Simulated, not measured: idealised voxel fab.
Process module under the name voxel wiring stack
170 nm wide, 5 nm square cells: that's cross-section cut.
Throughout this document, each cross-section is represented as a grid of square cells and is presented as a sequence of bands enumerated from the top downward, where a band comprises one or more rows of cells.
First you get the band's top height and its bottom height, in nm, and then the materials it's made of, left to right, with each width in nm. If you see a single material with "everywhere", that one covers the band edge to edge. "empty" is empty space.
For the purposes of this specification, 0 denotes the height below which the wafer in its as-received condition is composed wholly of one material, and the lowermost band, lacking a lower limit, extends downward without end, as expressed in "from 0 down".
Width: "30..40" (first number = top row, second number = bottom row, same change from row to row of cells).
Take "stayed the same" at face value: in the step it is given for, the cross-section changed in none of its cells.
Empty spaces without an open route to the top, at least 8 cells in extent, make up the entry "Sealed cavities"; each is given as width x height at distance, where the distance is measured from the left edge, and all are in nm.
Post-settings text on a step line: simulator's own remark regarding the step.
A step line may carry the setting "overlay nm", which, for steps involving a mask, states the distance by which the mask lay to the right of its intended position; negative values denote displacement to the left.
The planned process steps are enumerated hereunder
| 1 | RECEIVE: material Si |
| 2 | CONFORMAL_DEP: material SiO2, thk nm 10 |
| 3 | DIRECTIONAL_DEP: material TiN, thk nm 5 |
| 4 | DIRECTIONAL_DEP: material W, thk nm 20 |
| 5 | PATTERN: tone cover, mask id METAL_1, material resist, width nm 20, pitch nm 35, thk nm 15, overlay nm 0 |
| 6 | DIRECTIONAL_ETCH: etch materials W, depth nm 20 |
| 7 | DIRECTIONAL_ETCH: etch materials TiN, depth nm 5 |
| 8 | STRIP: etch materials resist |
| 9 | CONFORMAL_DEP: material SiN, thk nm 5 |
| 10 | FILL_DEP: material lowk, thk nm 10 |
| 11 | CMP: height nm 35 |
| 12 | CONFORMAL_DEP: material SiCN, thk nm 5 |
| 13 | DIRECTIONAL_DEP: material SiO2, thk nm 10 |
| 14 | DIRECTIONAL_DEP: material aC, thk nm 10 |
| 15 | PATTERN: tone open, mask id PLUG_1, material resist, width nm 15, pitch nm 35, thk nm 25, overlay nm 0 |
| 16 | DIRECTIONAL_ETCH: etch materials aC, depth nm 10 |
| 17 | STRIP: etch materials resist |
| 18 | DIRECTIONAL_ETCH: etch materials SiO2, depth nm 10 |
| 19 | DIRECTIONAL_ETCH: etch materials SiCN, depth nm 5 |
| 20 | STRIP: etch materials aC |
| 21 | CONFORMAL_DEP: material TiN, thk nm 5 |
| 22 | FILL_DEP: material Ru, thk nm 5 |
| 23 | CMP: height nm 50 |
| 24 | DIRECTIONAL_DEP: material TiN, thk nm 5 |
| 25 | DIRECTIONAL_DEP: material Ru, thk nm 15 |
| 26 | MASKED_ETCH: tone cover, mask id METAL_2, width nm 20, pitch nm 35, etch materials Ru, depth nm 15, overlay nm 0 |
| 27 | MASKED_ETCH: tone cover, mask id METAL_2, width nm 20, pitch nm 35, etch materials TiN, depth nm 5, overlay nm 0 |
| 28 | FILL_DEP: material SiO2, thk nm 5 |
| 29 | CMP: height nm 70 |
| 30 | CONFORMAL_DEP: material SiCN, thk nm 5 |
| 31 | DIRECTIONAL_DEP: material SiO2, thk nm 20 |
| 32 | DIRECTIONAL_DEP: material aC, thk nm 15 |
| 33 | PATTERN: tone open, mask id PLUG_2, material resist, width nm 15, pitch nm 35, thk nm 35, overlay nm 0 |
| 34 | DIRECTIONAL_ETCH: etch materials aC, depth nm 15 |
| 35 | STRIP: etch materials resist |
| 36 | DIRECTIONAL_ETCH: etch materials SiO2, depth nm 20 |
| 37 | DIRECTIONAL_ETCH: etch materials SiCN, depth nm 5 |
| 38 | STRIP: etch materials aC |
| 39 | CONFORMAL_DEP: material TiN, thk nm 5 |
| 40 | FILL_DEP: material Ru, thk nm 5 |
| 41 | CMP: height nm 95 |
| 42 | DIRECTIONAL_DEP: material TiN, thk nm 5 |
| 43 | DIRECTIONAL_DEP: material W, thk nm 15 |
| 44 | MASKED_ETCH: tone cover, mask id METAL_3, width nm 20, pitch nm 35, etch materials W, depth nm 15, overlay nm 0 |
| 45 | MASKED_ETCH: tone cover, mask id METAL_3, width nm 20, pitch nm 35, etch materials TiN, depth nm 5, overlay nm 0 |
| 46 | FILL_DEP: material SiO2, thk nm 10 |
| 47 | CMP: height nm 115 |
| 48 | CONFORMAL_DEP: material SiN, thk nm 5 |
Cross-sectional view of the wafer in its as-received condition, corresponding to the state after step 1
  from 0 down: Si everywhere
  Sealed cavities: none
Run as planned - first of the two wafers cross-sectioned at the end of the module
  from 120 to 115: SiN everywhere
  from 115 to 100: SiO2: 55 / W: 20 / SiO2: 15 / W: 20 / SiO2: 60
  from 100 to 95: SiO2: 55 / TiN: 20 / SiO2: 15 / TiN: 20 / SiO2: 60
  from 95 to 75: SiO2: 55 / TiN: 5 / Ru: 5 / TiN: 5 / SiO2: 20 / TiN: 5 / Ru: 5 / TiN: 5 / SiO2: 65
  from 75 to 70: SiCN: 55 / TiN: 15 / SiCN: 20 / TiN: 15 / SiCN: 65
  from 70 to 55: SiO2: 55 / Ru: 20 / SiO2: 15 / Ru: 20 / SiO2: 60
  from 55 to 50: SiO2: 55 / TiN: 20 / SiO2: 15 / TiN: 20 / SiO2: 60
  from 50 to 40: SiO2: 55 / TiN: 5 / Ru: 5 / TiN: 5 / SiO2: 20 / TiN: 5 / Ru: 5 / TiN: 5 / SiO2: 65
  from 40 to 35: SiCN: 55 / TiN: 15 / SiCN: 20 / TiN: 15 / SiCN: 65
  from 35 to 15: lowk: 50 / SiN: 5 / W: 20 / SiN: 5 / lowk: 5 / SiN: 5 / W: 20 / SiN: 5 / lowk: 55
  from 15 to 10: SiN: 55 / TiN: 20 / SiN: 15 / TiN: 20 / SiN: 60
  from 10 to 0: SiO2 everywhere
  from 0 down: Si everywhere
  Sealed cavities: none
Wafer two, end of module, cross-section. Same start, same plan as wafer one. One mistake in the run
  from 120 to 115: SiN everywhere
  from 115 to 100: SiO2: 55 / W: 20 / SiO2: 15 / W: 20 / SiO2: 60
  from 100 to 95: SiO2: 55 / TiN: 20 / SiO2: 15 / TiN: 20 / SiO2: 60
  from 95 to 75: SiO2: 55 / TiN: 5 / Ru: 5 / TiN: 5 / SiO2: 20 / TiN: 5 / Ru: 5 / TiN: 5 / SiO2: 65
  from 75 to 70: SiCN: 55 / TiN: 15 / SiCN: 20 / TiN: 15 / SiCN: 65
  from 70 to 55: SiO2: 55 / Ru: 20 / SiO2: 15 / Ru: 20 / SiO2: 60
  from 55 to 50: SiO2: 55 / TiN: 20 / SiO2: 15 / TiN: 20 / SiO2: 60
  from 50 to 40: SiO2: 55 / TiN: 5 / Ru: 5 / TiN: 5 / SiO2: 20 / TiN: 5 / Ru: 5 / TiN: 5 / SiO2: 65
  from 40 to 35: SiCN: 55 / TiN: 5 / Ru: 5 / TiN: 5 / SiCN: 20 / TiN: 5 / Ru: 5 / TiN: 5 / SiCN: 65
  from 35 to 30: lowk: 50 / SiN: 5 / TiN: 5 / Ru: 5 / TiN: 10 / SiN: 5 / lowk: 5 / SiN: 5 / TiN: 5 / Ru: 5 / TiN: 10 / SiN: 5 / lowk: 55
  from 30 to 20: lowk: 50 / SiN: 5 / TiN: 5 / Ru: 10 / TiN: 5 / SiN: 5 / lowk: 5 / SiN: 5 / TiN: 5 / Ru: 10 / TiN: 5 / SiN: 5 / lowk: 55
  from 20 to 15: lowk: 50 / SiN: 5 / TiN: 20 / SiN: 5 / lowk: 5 / SiN: 5 / TiN: 20 / SiN: 5 / lowk: 55
  from 15 to 10: SiN: 55 / TiN: 20 / SiN: 15 / TiN: 20 / SiN: 60
  from 10 to 0: SiO2 everywhere
  from 0 down: Si everywhere
  Sealed cavities: none
what went wrong: step 20 deviated from plan and actually ran as STRIP: etch materials W
Cell-count delta at end, second wafer over first, by material: 12 more of Ru; 20 more of TiN; 32 fewer of W
